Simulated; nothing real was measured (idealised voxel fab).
process module | voxel self aligned contacts
cross-section cut | 260 nm wide | cells 5 nm
A cross-section is a grid of square cells, given in bands from the top down. A band is one or more rows of cells.
Each band's line starts with the height of the band's top and of its bottom, in nm. Then come its materials from left to right, each with its width in nm. One material with "throughout" fills the band from edge to edge. "air" is empty space.
Height 0 is the level under which the wafer as received is all one material. The lowest band goes on downwards, as in "0 down".
A width such as "30 to 40" changes by the same amount from each row of cells to the next, from the band's top row to its bottom row.
"no change" after a step means that no cell of the cross-section changed.
closed voids: empty space of 8 cells or more with no open way to the top, each as width x height at its distance from the left edge, in nm
after a step's settings: what the simulator itself notes on the step
overlay nm, on a step with a mask: how far to the right of its planned place the mask lay; to the left if negative
plan
1 op RECEIVE | material Si
2 op OXIDIZE | depth nm 5
3 op DIRECTIONAL_DEP | material polySi | thk nm 20
4 op DIRECTIONAL_DEP | material SiN | thk nm 20
5 op PATTERN | tone cover | mask id GATE | material resist | width nm 35 | pitch nm 60 | thk nm 15 | overlay nm 0
6 op DIRECTIONAL_ETCH | etch materials SiN | depth nm 20
7 op DIRECTIONAL_ETCH | etch materials polySi | depth nm 20
8 op STRIP | etch materials resist
9 op CONFORMAL_DEP | material SiN | thk nm 5
10 op DIRECTIONAL_ETCH | etch materials SiN | depth nm 5
11 op FILL_DEP | material SiO2 | thk nm 15
12 op CMP | height nm 45
13 op PATTERN | tone open | mask id CONTACT | material resist | width nm 45 | thk nm 15 | overlay nm 0
14 op DIRECTIONAL_ETCH | etch materials SiO2 | depth nm 50
15 op STRIP | etch materials resist
16 op CONFORMAL_DEP | material TiN | thk nm 5
17 op FILL_DEP | material Ru | thk nm 5
18 op CMP | height nm 45
19 op CONFORMAL_DEP | material SiCN | thk nm 5
as received, after step 1
  0 down: Si throughout
  closed voids: none
first wafer at the end, as planned
  50 to 45: SiCN throughout
  45 to 40: SiO2 105 | TiN 20 | Ru 5 | TiN 20 | SiO2 110
  40 to 20: SiO2 75 | SiN 45 | TiN 5 | Ru 5 | TiN 5 | SiN 45 | SiO2 80
  20 to 0: SiO2 75 | SiN 5 | polySi 35 | SiN 5 | TiN 5 | Ru 5 | TiN 5 | SiN 5 | polySi 35 | SiN 5 | SiO2 80
  0 to -5: SiO2 120 | TiN 15 | SiO2 125
  -5 down: Si throughout
  closed voids: none
second wafer at the end: like start, like plan, one mistake
  50 to 45: SiCN throughout
  45 to 30: SiO2 75 | SiN 45 | TiN 5 | Ru 5 | TiN 5 | SiN 45 | SiO2 80
  30 to 15: SiO2 75 | SiN 5 | polySi 35 | SiN 5 | TiN 5 | Ru 5 | TiN 5 | SiN 5 | polySi 35 | SiN 5 | SiO2 80
  15 to 10: SiO2 75 | SiN 5 | polySi 35 | SiN 5 | TiN 15 | SiN 5 | polySi 35 | SiN 5 | SiO2 80
  10 to 0: polySi throughout
  0 to -5: SiO2 throughout
  -5 down: Si throughout
  closed voids: none
what went wrong: step 3 ran as: op DIRECTIONAL_DEP | material polySi | thk nm 30
at the end the second wafer has, in cells: 3 fewer of Ru | 18 fewer of SiN | 71 fewer of SiO2 | 12 fewer of TiN | 104 more of polySi
